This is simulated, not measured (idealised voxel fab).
process module | voxel air gaps
cross-section cut | 235 nm wide | cells 5 nm
A cross-section is a grid of square cells, given in bands from the top down. A band is one or more rows of cells.
Each band's line starts with the height of the band's top and of its bottom, in nm. Then come its materials from left to right, each with its width in nm. One material with "throughout" fills the band from edge to edge. "air" is empty space.
Height 0 is the level under which the wafer as received is all one material. The lowest band goes on downwards, as in "0 down".
A width such as "30 to 40" changes by the same amount from each row of cells to the next, from the band's top row to its bottom row.
"no change" after a step means that no cell of the cross-section changed.
closed voids: empty space of 8 cells or more with no open way to the top, each as width x height at its distance from the left edge, in nm
after a step's settings: what the simulator itself notes on the step
overlay nm, on a step with a mask: how far to the right of its planned place the mask lay; to the left if negative
plan
1 op RECEIVE | material Si
2 op CONFORMAL_DEP | material SiO2 | thk nm 10
3 op CONFORMAL_DEP | material SiN | thk nm 5
4 op DIRECTIONAL_DEP | material SiO2 | thk nm 40
5 op MASKED_ETCH | tone open | mask id LINES | width nm 25 | pitch nm 55 | etch materials SiO2 | depth nm 40 | overlay nm 0
6 op CONFORMAL_DEP | material TiN | thk nm 5
7 op FILL_DEP | material Ru | thk nm 5
8 op CMP | height nm 55
9 op EPI | material Ru | thk nm 10
10 op SELECTIVE_ETCH | etch materials SiO2 | depth nm 50
11 op CONFORMAL_DEP | material SiCN | thk nm 5
as received, after step 1
  0 down: Si throughout
  closed voids: none
first wafer at the end, as planned
  70 to 65: air 5 | SiCN 220 | air 10
  65 to 55: air 5 | SiCN 5 | Ru 45 | SiCN 10 | Ru 45 | SiCN 10 | Ru 45 | SiCN 10 | Ru 45 | SiCN 5 | air 10
  55 to 50: air 5 | SiCN 15 | TiN 5 | Ru 15 | TiN 5 | SiCN 30 | TiN 5 | Ru 15 | TiN 5 | SiCN 30 | TiN 5 | Ru 15 | TiN 5 | SiCN 30 | TiN 5 | Ru 15 | TiN 5 | SiCN 15 | air 10
  50 to 20: air 15 | SiCN 5 | TiN 5 | Ru 15 | TiN 5 | SiCN 5 | air 20 | SiCN 5 | TiN 5 | Ru 15 | TiN 5 | SiCN 5 | air 20 | SiCN 5 | TiN 5 | Ru 15 | TiN 5 | SiCN 5 | air 20 | SiCN 5 | TiN 5 | Ru 15 | TiN 5 | SiCN 5 | air 20
  20 to 15: SiCN 20 | TiN 25 | SiCN 30 | TiN 25 | SiCN 30 | TiN 25 | SiCN 30 | TiN 25 | SiCN 25
  15 to 10: SiN throughout
  10 to 0: SiO2 throughout
  0 down: Si throughout
  closed voids: 20 x 30 at 50; 20 x 30 at 105; 20 x 30 at 160
second wafer at the end: like start, like plan, one mistake
  60 to 55: SiCN throughout
  55 to 50: SiN throughout
  50 to 0: SiO2 throughout
  0 down: Si throughout
  closed voids: none
what went wrong: steps 3 and 4 were swapped
at the end the second wafer has, in cells: 156 fewer of Ru | 112 fewer of SiCN | 376 more of SiO2 | 76 fewer of TiN
closed voids at the end (first wafer, second wafer): 3, 0
